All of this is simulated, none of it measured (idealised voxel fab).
Proc. module: voxel self aligned vias
For reference, the cross-section in this document is cut, with width 235 nm and square cells of 5 nm.
When this document writes out a cross-section, it uses a grid of square cells and lists it as bands, beginning at the top and moving down, with a band standing for one or more rows of cells. Each band's line starts with the height of the band's top and of its bottom, in nm. Then come its materials from left to right, each with its width in nm. One material with "throughout" fills the band from edge to edge. "empty" is empty space. Height is counted from the level 0, under which the received wafer is composed throughout of one material. The lowest of the bands is not closed at the bottom but continues downward, in the notation "0 -> down". A width such as "30 to 40" changes by the same amount from each row of cells to the next, from the band's top row to its bottom row. Given "no modifications" for a step, no cell of the cross-section differs between before and after that step. Any empty space of 8 cells or more lacking an open way to the top shows up in "Completely sealed voids" as width x height at distance, distance from the left edge, in nm. Anything after a step's settings on that line? It's the simulator's own note about the step. You can add "overlay nm" to a step's line. For a step with a mask, it describes how far the mask lay to the right of its planned position, and a negative number describes a lay to the left.

# Steps in the process plan
1 RECEIVE | material Si
2 CONFORMAL_DEP | material SiO2 | thk nm 15
3 CONFORMAL_DEP | material SiCN | thk nm 5
4 DIRECTIONAL_DEP | material SiO2 | thk nm 30
5 MASKED_ETCH | tone open | mask id LINES | width nm 30 | pitch nm 70 | etch materials SiO2 | depth nm 30 | overlay nm 0
6 CONFORMAL_DEP | material TiN | thk nm 5
7 FILL_DEP | material W | thk nm 10
8 CMP | height nm 50
9 SELECTIVE_ETCH | etch materials W Ru TiN | depth nm 10
10 FILL_DEP | material SiN | thk nm 5
11 CMP | height nm 50
12 DIRECTIONAL_DEP | material SiO2 | thk nm 20
13 PATTERN | tone open | mask id VIAS | material resist | width nm 50 | pitch nm 140 | thk nm 20 | overlay nm 0
14 DIRECTIONAL_ETCH | etch materials SiO2 | depth nm 20
15 DIRECTIONAL_ETCH | etch materials SiN | depth nm 10
16 STRIP | etch materials resist
17 CONFORMAL_DEP | material TiN | thk nm 5
18 FILL_DEP | material W | thk nm 10
19 CMP | height nm 70
20 CONFORMAL_DEP | material SiN | thk nm 5

# As-received state of the wafer in cross-section, equivalent to post-step 1
	0 -> down = Si throughout
	Completely sealed voids: none

# End-of-module XS, first of two wafers, run as planned
	75 -> 70 = SiN throughout
	70 -> 55 = 20 nm SiO2; 5 nm TiN; 40 nm W; 5 nm TiN; 90 nm SiO2; 5 nm TiN; 40 nm W; 5 nm TiN; 25 nm SiO2
	55 -> 50 = 20 nm SiO2; 15 nm TiN; 20 nm W; 15 nm TiN; 90 nm SiO2; 15 nm TiN; 20 nm W; 15 nm TiN; 25 nm SiO2
	50 -> 45 = 30 nm SiO2; 5 nm TiN; 20 nm W; 5 nm TiN; 40 nm SiO2; 30 nm SiN; 40 nm SiO2; 5 nm TiN; 20 nm W; 5 nm TiN; 35 nm SiO2
	45 -> 40 = 30 nm SiO2; 30 nm TiN; 40 nm SiO2; 30 nm SiN; 40 nm SiO2; 30 nm TiN; 35 nm SiO2
	40 -> 25 = 30 nm SiO2; 5 nm TiN; 20 nm W; 5 nm TiN; 40 nm SiO2; 5 nm TiN; 20 nm W; 5 nm TiN; 40 nm SiO2; 5 nm TiN; 20 nm W; 5 nm TiN; 35 nm SiO2
	25 -> 20 = 30 nm SiO2; 30 nm TiN; 40 nm SiO2; 30 nm TiN; 40 nm SiO2; 30 nm TiN; 35 nm SiO2
	20 -> 15 = SiCN throughout
	15 -> 0 = SiO2 throughout
	0 -> down = Si throughout
	Completely sealed voids: none

# Here's the second of our two wafers sectioned at module end. Same start as the first, same plan, but one mistake got made running it
	75 -> 70 = SiN throughout
	70 -> 55 = 15 nm SiO2; 5 nm TiN; 40 nm W; 5 nm TiN; 90 nm SiO2; 5 nm TiN; 40 nm W; 5 nm TiN; 30 nm SiO2
	55 -> 50 = 15 nm SiO2; 20 nm TiN; 20 nm W; 10 nm TiN; 90 nm SiO2; 20 nm TiN; 20 nm W; 10 nm TiN; 30 nm SiO2
	50 -> 45 = 30 nm SiO2; 5 nm TiN; 20 nm W; 5 nm TiN; 40 nm SiO2; 30 nm SiN; 40 nm SiO2; 5 nm TiN; 20 nm W; 5 nm TiN; 35 nm SiO2
	45 -> 40 = 30 nm SiO2; 30 nm TiN; 40 nm SiO2; 30 nm SiN; 40 nm SiO2; 30 nm TiN; 35 nm SiO2
	40 -> 25 = 30 nm SiO2; 5 nm TiN; 20 nm W; 5 nm TiN; 40 nm SiO2; 5 nm TiN; 20 nm W; 5 nm TiN; 40 nm SiO2; 5 nm TiN; 20 nm W; 5 nm TiN; 35 nm SiO2
	25 -> 20 = 30 nm SiO2; 30 nm TiN; 40 nm SiO2; 30 nm TiN; 40 nm SiO2; 30 nm TiN; 35 nm SiO2
	20 -> 15 = SiCN throughout
	15 -> 0 = SiO2 throughout
	0 -> down = Si throughout
	Completely sealed voids: none
In executing the process, a mistake was made relative to the plan: the process deviated at step 13: the operation and settings actually run there were PATTERN | tone open | mask id VIAS | material resist | width nm 50 | pitch nm 140 | thk nm 20 | overlay nm -5
Cell counts per material: same on both final wafers. Positions: different.
